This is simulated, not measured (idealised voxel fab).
Process module, titled voxel local oxidation
It is cross-section cut that appears here, measuring 170 nm in width, its square cells being 5 nm in size.
Think of the cross-section as a grid of square cells. We describe it in bands, top to bottom, and each band covers one or more rows of those cells. Each band's line starts with the height of the band's top and of its bottom, in nm. Then come its materials from left to right, each with its width in nm. One material with "full width" fills the band from edge to edge. "empty" is empty space. Heads up on the height convention: 0 is the point under which the incoming wafer is all one material, and the lowest band has no bottom, it just keeps going down, like "0 nm and below". When a width is written as two numbers, as in "30..40", the first number is the width in the top row of cells of the band and the second is the width in its bottom row, and the width changes by the same amount from each row to the next. Given "all unchanged" for a step, no cell of the cross-section differs between before and after that step. In "Closed cavity list" the enclosed voids are listed, meaning empty spaces of 8 cells or larger without any opening to the top. The form is width x height at distance, distance from the left edge, units nm. Formally, on a step line, whatever follows the settings is a remark that the simulator itself makes on the step. "overlay nm" on a masked step: distance the mask lay right of its planned place, negative for left.

Process steps (planned):
- 1: RECEIVE: material Si
- 2: OXIDIZE: depth nm 5
- 3: CONFORMAL_DEP: material SiN, thk nm 10
- 4: MASKED_ETCH: tone cover, mask id ACTIVE, width nm 100, etch materials SiN, depth nm 10, overlay nm 0
- 5: SELECTIVE_ETCH: etch materials SiO2, depth nm 5
- 6: OXIDIZE: depth nm 10
- 7: STRIP: etch materials SiN

As-received wafer cross-section (after step 1):
* 0 nm and below | Si full width
* Closed cavity list: none

As-planned run: cross-section of the first of two wafers at end of module:
* 0 nm to -5 nm | empty: 40  SiO2: 90  empty: 40
* -5 nm to -15 nm | SiO2: 50  Si: 70  SiO2: 50
* -15 nm and below | Si full width
* Closed cavity list: none

Here is the second of the two wafers cut open at the end of the module - same start, same plan as the first one, but we made one mistake running it:
* 0 nm to -5 nm | empty: 50  SiO2: 90  empty: 30
* -5 nm to -15 nm | SiO2: 60  Si: 70  SiO2: 40
* -15 nm and below | Si full width
* Closed cavity list: none
Run error: step 4, actual vs plan mismatch, actual run MASKED_ETCH: tone cover, mask id ACTIVE, width nm 100, etch materials SiN, depth nm 10, overlay nm 10
Tallied in cells, the final second wafer holds each material in the same quantity as the first, although not at the same places.
